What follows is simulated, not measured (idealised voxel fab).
process module | voxel air gaps
cross-section cut | 245 nm wide | cells 5 nm
A cross-section is a grid of square cells, given in bands from the top down. A band is one or more rows of cells.
Each band's line starts with the height of the band's top and of its bottom, in nm. Then come its materials from left to right, each with its width in nm. One material with "throughout" fills the band from edge to edge. "air" is empty space.
Height 0 is the level under which the wafer as received is all one material. The lowest band goes on downwards, as in "0 down".
A width such as "30 to 40" changes by the same amount from each row of cells to the next, from the band's top row to its bottom row.
"no change" after a step means that no cell of the cross-section changed.
closed voids: empty space of 8 cells or more with no open way to the top, each as width x height at its distance from the left edge, in nm
after a step's settings: what the simulator itself notes on the step
overlay nm, on a step with a mask: how far to the right of its planned place the mask lay; to the left if negative
Each pair below shows a cross-section before one step and the cross-section after it, down to the lowest band that changed. The line under each pair gives the step between them, with its settings. The pairs can come from different runs of this module on the same starting wafer, so a pair continues from the pair above only where its "before" says so.
before
  70 to 55: aC 30 | air 25 | aC 30 | air 25 | aC 30 | air 25 | aC 30 | air 25 | aC 25
  55 to 15: SiO2 30 | air 25 | SiO2 30 | air 25 | SiO2 30 | air 25 | SiO2 30 | air 25 | SiO2 25
  15 to 10: SiCN throughout
  10 to 0: SiO2 throughout
  0 down: Si throughout
  closed voids: none
after
  55 to 15: SiO2 30 | air 25 | SiO2 30 | air 25 | SiO2 30 | air 25 | SiO2 30 | air 25 | SiO2 25
  below 15: unchanged
  closed voids: none
the step between: op STRIP | etch materials aC
before: the cross-section after the pair above
after
  60 to 55: TiN 35 | air 15 | TiN 40 | air 15 | TiN 40 | air 15 | TiN 40 | air 15 | TiN 30
  55 to 20: SiO2 30 | TiN 5 | air 15 | TiN 5 | SiO2 30 | TiN 5 | air 15 | TiN 5 | SiO2 30 | TiN 5 | air 15 | TiN 5 | SiO2 30 | TiN 5 | air 15 | TiN 5 | SiO2 25
  20 to 15: SiO2 30 | TiN 25 | SiO2 30 | TiN 25 | SiO2 30 | TiN 25 | SiO2 30 | TiN 25 | SiO2 25
  below 15: unchanged
  closed voids: none
the step between: op CONFORMAL_DEP | material TiN | thk nm 5
before: the cross-section after the pair above
after
  70 to 60: W throughout
  60 to 55: TiN 35 | W 15 | TiN 40 | W 15 | TiN 40 | W 15 | TiN 40 | W 15 | TiN 30
  55 to 20: SiO2 30 | TiN 5 | W 15 | TiN 5 | SiO2 30 | TiN 5 | W 15 | TiN 5 | SiO2 30 | TiN 5 | W 15 | TiN 5 | SiO2 30 | TiN 5 | W 15 | TiN 5 | SiO2 25
  below 20: unchanged
  closed voids: none
the step between: op FILL_DEP | material W | thk nm 10
before: the cross-section after the pair above
after
  55 to 20: SiO2 30 | TiN 5 | W 15 | TiN 5 | SiO2 30 | TiN 5 | W 15 | TiN 5 | SiO2 30 | TiN 5 | W 15 | TiN 5 | SiO2 30 | TiN 5 | W 15 | TiN 5 | SiO2 25
  below 20: unchanged
  closed voids: none
the step between: op CMP | height nm 55
before: the cross-section after the pair above
after
  65 to 55: air 20 | Ru 45 | air 10 | Ru 45 | air 10 | Ru 45 | air 10 | Ru 45 | air 15
  below 55: unchanged
  closed voids: none
the step between: op EPI | material Ru | thk nm 10
before: the cross-section after the pair above
after
  65 to 55: air 20 | Ru 45 | air 10 | Ru 45 | air 10 | Ru 45 | air 10 | Ru 45 | air 15
  55 to 20: air 30 | TiN 5 | W 15 | TiN 5 | air 30 | TiN 5 | W 15 | TiN 5 | air 30 | TiN 5 | W 15 | TiN 5 | air 30 | TiN 5 | W 15 | TiN 5 | air 25
  20 to 15: air 30 | TiN 25 | air 30 | TiN 25 | air 30 | TiN 25 | air 30 | TiN 25 | air 25
  below 15: unchanged
  closed voids: none
the step between: op SELECTIVE_ETCH | etch materials SiO2 | depth nm 50
before: the cross-section after the pair above
after
  70 to 65: air 15 | SiCN 220 | air 10
  65 to 55: air 15 | SiCN 5 | Ru 45 | SiCN 10 | Ru 45 | SiCN 10 | Ru 45 | SiCN 10 | Ru 45 | SiCN 5 | air 10
  55 to 50: air 15 | SiCN 15 | TiN 5 | W 15 | TiN 5 | SiCN 30 | TiN 5 | W 15 | TiN 5 | SiCN 30 | TiN 5 | W 15 | TiN 5 | SiCN 30 | TiN 5 | W 15 | TiN 5 | SiCN 15 | air 10
  50 to 20: air 25 | SiCN 5 | TiN 5 | W 15 | TiN 5 | SiCN 5 | air 20 | SiCN 5 | TiN 5 | W 15 | TiN 5 | SiCN 5 | air 20 | SiCN 5 | TiN 5 | W 15 | TiN 5 | SiCN 5 | air 20 | SiCN 5 | TiN 5 | W 15 | TiN 5 | SiCN 5 | air 20
  20 to 15: SiCN 30 | TiN 25 | SiCN 30 | TiN 25 | SiCN 30 | TiN 25 | SiCN 30 | TiN 25 | SiCN 25
  below 15: unchanged
  closed voids: 20 x 30 at 60; 20 x 30 at 115; 20 x 30 at 170
the step between: op CONFORMAL_DEP | material SiCN | thk nm 5
before
  10 to 0: SiO2 throughout
  0 down: Si throughout
  closed voids: none
after
  15 to 0: SiO2 throughout
  below 0: unchanged
  closed voids: none
the step between: op CONFORMAL_DEP | material SiO2 | thk nm 5
before: the cross-section after the pair above
after
  55 to 0: SiO2 throughout
  below 0: unchanged
  closed voids: none
the step between: op DIRECTIONAL_DEP | material SiO2 | thk nm 40
before: the cross-section after the pair above
after
  70 to 55: aC throughout
  below 55: unchanged
  closed voids: none
the step between: op DIRECTIONAL_DEP | material aC | thk nm 15
before: the cross-section after the pair above
after
  100 to 70: resist 25 | air 25 | resist 30 | air 25 | resist 30 | air 25 | resist 30 | air 25 | resist 30
  below 70: unchanged
  closed voids: none
the step between: op PATTERN | tone open | mask id LINES | material resist | width nm 25 | pitch nm 55 | thk nm 30 | overlay nm 0
before: the cross-section after the pair above
after
  85 to 70: resist 25 | air 25 | resist 30 | air 25 | resist 30 | air 25 | resist 30 | air 25 | resist 30
  70 to 55: aC 25 | air 25 | aC 30 | air 25 | aC 30 | air 25 | aC 30 | air 25 | aC 30
  below 55: unchanged
  closed voids: none
the step between: op DIRECTIONAL_ETCH | etch materials aC | depth nm 15
before: the cross-section after the pair above
after
  70 to 55: aC 25 | air 25 | aC 30 | air 25 | aC 30 | air 25 | aC 30 | air 25 | aC 30
  below 55: unchanged
  closed voids: none
the step between: op STRIP | etch materials resist
before: the cross-section after the pair above
after
  70 to 55: aC 25 | air 25 | aC 30 | air 25 | aC 30 | air 25 | aC 30 | air 25 | aC 30
  55 to 15: SiO2 25 | air 25 | SiO2 30 | air 25 | SiO2 30 | air 25 | SiO2 30 | air 25 | SiO2 30
  below 15: unchanged
  closed voids: none
the step between: op DIRECTIONAL_ETCH | etch materials SiO2 | depth nm 40
before: the cross-section after the pair above
after
  55 to 15: SiO2 25 | air 25 | SiO2 30 | air 25 | SiO2 30 | air 25 | SiO2 30 | air 25 | SiO2 30
  below 15: unchanged
  closed voids: none
the step between: op STRIP | etch materials aC
before: the cross-section after the pair above
after
  60 to 55: TiN 30 | air 15 | TiN 40 | air 15 | TiN 40 | air 15 | TiN 40 | air 15 | TiN 35
  55 to 20: SiO2 25 | TiN 5 | air 15 | TiN 5 | SiO2 30 | TiN 5 | air 15 | TiN 5 | SiO2 30 | TiN 5 | air 15 | TiN 5 | SiO2 30 | TiN 5 | air 15 | TiN 5 | SiO2 30
  20 to 15: SiO2 25 | TiN 25 | SiO2 30 | TiN 25 | SiO2 30 | TiN 25 | SiO2 30 | TiN 25 | SiO2 30
  below 15: unchanged
  closed voids: none
the step between: op CONFORMAL_DEP | material TiN | thk nm 5
before: the cross-section after the pair above
after
  70 to 60: W throughout
  60 to 55: TiN 30 | W 15 | TiN 40 | W 15 | TiN 40 | W 15 | TiN 40 | W 15 | TiN 35
  55 to 20: SiO2 25 | TiN 5 | W 15 | TiN 5 | SiO2 30 | TiN 5 | W 15 | TiN 5 | SiO2 30 | TiN 5 | W 15 | TiN 5 | SiO2 30 | TiN 5 | W 15 | TiN 5 | SiO2 30
  below 20: unchanged
  closed voids: none
the step between: op FILL_DEP | material W | thk nm 10
before: the cross-section after the pair above
after
  55 to 20: SiO2 25 | TiN 5 | W 15 | TiN 5 | SiO2 30 | TiN 5 | W 15 | TiN 5 | SiO2 30 | TiN 5 | W 15 | TiN 5 | SiO2 30 | TiN 5 | W 15 | TiN 5 | SiO2 30
  below 20: unchanged
  closed voids: none
the step between: op CMP | height nm 55
before: the cross-section after the pair above
after
  65 to 55: air 15 | Ru 45 | air 10 | Ru 45 | air 10 | Ru 45 | air 10 | Ru 45 | air 20
  below 55: unchanged
  closed voids: none
the step between: op EPI | material Ru | thk nm 10
before: the cross-section after the pair above
after
  65 to 55: air 15 | Ru 45 | air 10 | Ru 45 | air 10 | Ru 45 | air 10 | Ru 45 | air 20
  55 to 20: air 25 | TiN 5 | W 15 | TiN 5 | air 30 | TiN 5 | W 15 | TiN 5 | air 30 | TiN 5 | W 15 | TiN 5 | air 30 | TiN 5 | W 15 | TiN 5 | air 30
  20 to 15: air 25 | TiN 25 | air 30 | TiN 25 | air 30 | TiN 25 | air 30 | TiN 25 | air 30
  15 to 5: air 35 | SiO2 5 | air 50 | SiO2 5 | air 50 | SiO2 5 | air 50 | SiO2 5 | air 40
  below 5: unchanged
  closed voids: none
the step between: op SELECTIVE_ETCH | etch materials SiO2 | depth nm 50
before: the cross-section after the pair above
after
  70 to 65: air 10 | SiCN 220 | air 15
  65 to 55: air 10 | SiCN 5 | Ru 45 | SiCN 10 | Ru 45 | SiCN 10 | Ru 45 | SiCN 10 | Ru 45 | SiCN 5 | air 15
  55 to 50: air 10 | SiCN 15 | TiN 5 | W 15 | TiN 5 | SiCN 30 | TiN 5 | W 15 | TiN 5 | SiCN 30 | TiN 5 | W 15 | TiN 5 | SiCN 30 | TiN 5 | W 15 | TiN 5 | SiCN 15 | air 15
  50 to 20: air 20 | SiCN 5 | TiN 5 | W 15 | TiN 5 | SiCN 5 | air 20 | SiCN 5 | TiN 5 | W 15 | TiN 5 | SiCN 5 | air 20 | SiCN 5 | TiN 5 | W 15 | TiN 5 | SiCN 5 | air 20 | SiCN 5 | TiN 5 | W 15 | TiN 5 | SiCN 5 | air 25
  20 to 15: air 20 | SiCN 5 | TiN 25 | SiCN 5 | air 20 | SiCN 5 | TiN 25 | SiCN 5 | air 20 | SiCN 5 | TiN 25 | SiCN 5 | air 20 | SiCN 5 | TiN 25 | SiCN 5 | air 25
  15 to 10: air 20 | SiCN 15 | SiO2 5 | SiCN 15 | air 20 | SiCN 15 | SiO2 5 | SiCN 15 | air 20 | SiCN 15 | SiO2 5 | SiCN 15 | air 20 | SiCN 15 | SiO2 5 | SiCN 15 | air 25
  10 to 5: SiCN 35 | SiO2 5 | SiCN 50 | SiO2 5 | SiCN 50 | SiO2 5 | SiCN 50 | SiO2 5 | SiCN 40
  below 5: unchanged
  closed voids: 20 x 40 at 55; 20 x 40 at 110; 20 x 40 at 165
the step between: op CONFORMAL_DEP | material SiCN | thk nm 5
before
  70 to 55: aC throughout
  55 to 15: SiO2 throughout
  15 to 10: SiCN throughout
  10 to 0: SiO2 throughout
  0 down: Si throughout
  closed voids: none
after
  100 to 70: air 25 | resist 25 | air 30 | resist 25 | air 30 | resist 25 | air 30 | resist 25 | air 30
  below 70: unchanged
  closed voids: none
the step between: op PATTERN | tone cover | mask id LINES | material resist | width nm 25 | pitch nm 55 | thk nm 30 | overlay nm 0
before: the cross-section after the pair above
after
  85 to 70: air 25 | resist 25 | air 30 | resist 25 | air 30 | resist 25 | air 30 | resist 25 | air 30
  70 to 55: air 25 | aC 25 | air 30 | aC 25 | air 30 | aC 25 | air 30 | aC 25 | air 30
  below 55: unchanged
  closed voids: none
the step between: op DIRECTIONAL_ETCH | etch materials aC | depth nm 15
before: the cross-section after the pair above
after
  70 to 55: air 25 | aC 25 | air 30 | aC 25 | air 30 | aC 25 | air 30 | aC 25 | air 30
  below 55: unchanged
  closed voids: none
the step between: op STRIP | etch materials resist
before: the cross-section after the pair above
after
  70 to 55: air 25 | aC 25 | air 30 | aC 25 | air 30 | aC 25 | air 30 | aC 25 | air 30
  55 to 15: air 25 | SiO2 25 | air 30 | SiO2 25 | air 30 | SiO2 25 | air 30 | SiO2 25 | air 30
  below 15: unchanged
  closed voids: none
the step between: op DIRECTIONAL_ETCH | etch materials SiO2 | depth nm 40
before: the cross-section after the pair above
after
  55 to 15: air 25 | SiO2 25 | air 30 | SiO2 25 | air 30 | SiO2 25 | air 30 | SiO2 25 | air 30
  below 15: unchanged
  closed voids: none
the step between: op STRIP | etch materials aC
before: the cross-section after the pair above
after
  60 to 55: air 20 | TiN 35 | air 20 | TiN 35 | air 20 | TiN 35 | air 20 | TiN 35 | air 25
  55 to 20: air 20 | TiN 5 | SiO2 25 | TiN 5 | air 20 | TiN 5 | SiO2 25 | TiN 5 | air 20 | TiN 5 | SiO2 25 | TiN 5 | air 20 | TiN 5 | SiO2 25 | TiN 5 | air 25
  20 to 15: TiN 25 | SiO2 25 | TiN 30 | SiO2 25 | TiN 30 | SiO2 25 | TiN 30 | SiO2 25 | TiN 30
  below 15: unchanged
  closed voids: none
the step between: op CONFORMAL_DEP | material TiN | thk nm 5
before: the cross-section after the pair above
after
  70 to 60: W throughout
  60 to 55: W 20 | TiN 35 | W 20 | TiN 35 | W 20 | TiN 35 | W 20 | TiN 35 | W 25
  55 to 20: W 20 | TiN 5 | SiO2 25 | TiN 5 | W 20 | TiN 5 | SiO2 25 | TiN 5 | W 20 | TiN 5 | SiO2 25 | TiN 5 | W 20 | TiN 5 | SiO2 25 | TiN 5 | W 25
  below 20: unchanged
  closed voids: none
the step between: op FILL_DEP | material W | thk nm 10
before: the cross-section after the pair above
after
  55 to 20: W 20 | TiN 5 | SiO2 25 | TiN 5 | W 20 | TiN 5 | SiO2 25 | TiN 5 | W 20 | TiN 5 | SiO2 25 | TiN 5 | W 20 | TiN 5 | SiO2 25 | TiN 5 | W 25
  below 20: unchanged
  closed voids: none
the step between: op CMP | height nm 55
before: the cross-section after the pair above
after
  65 to 55: Ru 35 | air 5 | Ru 50 | air 5 | Ru 50 | air 5 | Ru 50 | air 5 | Ru 40
  below 55: unchanged
  closed voids: none
the step between: op EPI | material Ru | thk nm 10
before: the cross-section after the pair above
after
  65 to 55: Ru 35 | air 5 | Ru 50 | air 5 | Ru 50 | air 5 | Ru 50 | air 5 | Ru 40
  55 to 20: W 20 | TiN 5 | air 25 | TiN 5 | W 20 | TiN 5 | air 25 | TiN 5 | W 20 | TiN 5 | air 25 | TiN 5 | W 20 | TiN 5 | air 25 | TiN 5 | W 25
  20 to 15: TiN 25 | air 25 | TiN 30 | air 25 | TiN 30 | air 25 | TiN 30 | air 25 | TiN 30
  below 15: unchanged
  closed voids: none
the step between: op SELECTIVE_ETCH | etch materials SiO2 | depth nm 50
before: the cross-section after the pair above
after
  70 to 65: SiCN throughout
  65 to 55: Ru 35 | SiCN 5 | Ru 50 | SiCN 5 | Ru 50 | SiCN 5 | Ru 50 | SiCN 5 | Ru 40
  55 to 50: W 20 | TiN 5 | SiCN 25 | TiN 5 | W 20 | TiN 5 | SiCN 25 | TiN 5 | W 20 | TiN 5 | SiCN 25 | TiN 5 | W 20 | TiN 5 | SiCN 25 | TiN 5 | W 25
  50 to 20: W 20 | TiN 5 | SiCN 5 | air 15 | SiCN 5 | TiN 5 | W 20 | TiN 5 | SiCN 5 | air 15 | SiCN 5 | TiN 5 | W 20 | TiN 5 | SiCN 5 | air 15 | SiCN 5 | TiN 5 | W 20 | TiN 5 | SiCN 5 | air 15 | SiCN 5 | TiN 5 | W 25
  20 to 15: TiN 25 | SiCN 25 | TiN 30 | SiCN 25 | TiN 30 | SiCN 25 | TiN 30 | SiCN 25 | TiN 30
  below 15: unchanged
  closed voids: 15 x 30 at 30; 15 x 30 at 85; 15 x 30 at 140; 15 x 30 at 195
the step between: op CONFORMAL_DEP | material SiCN | thk nm 5
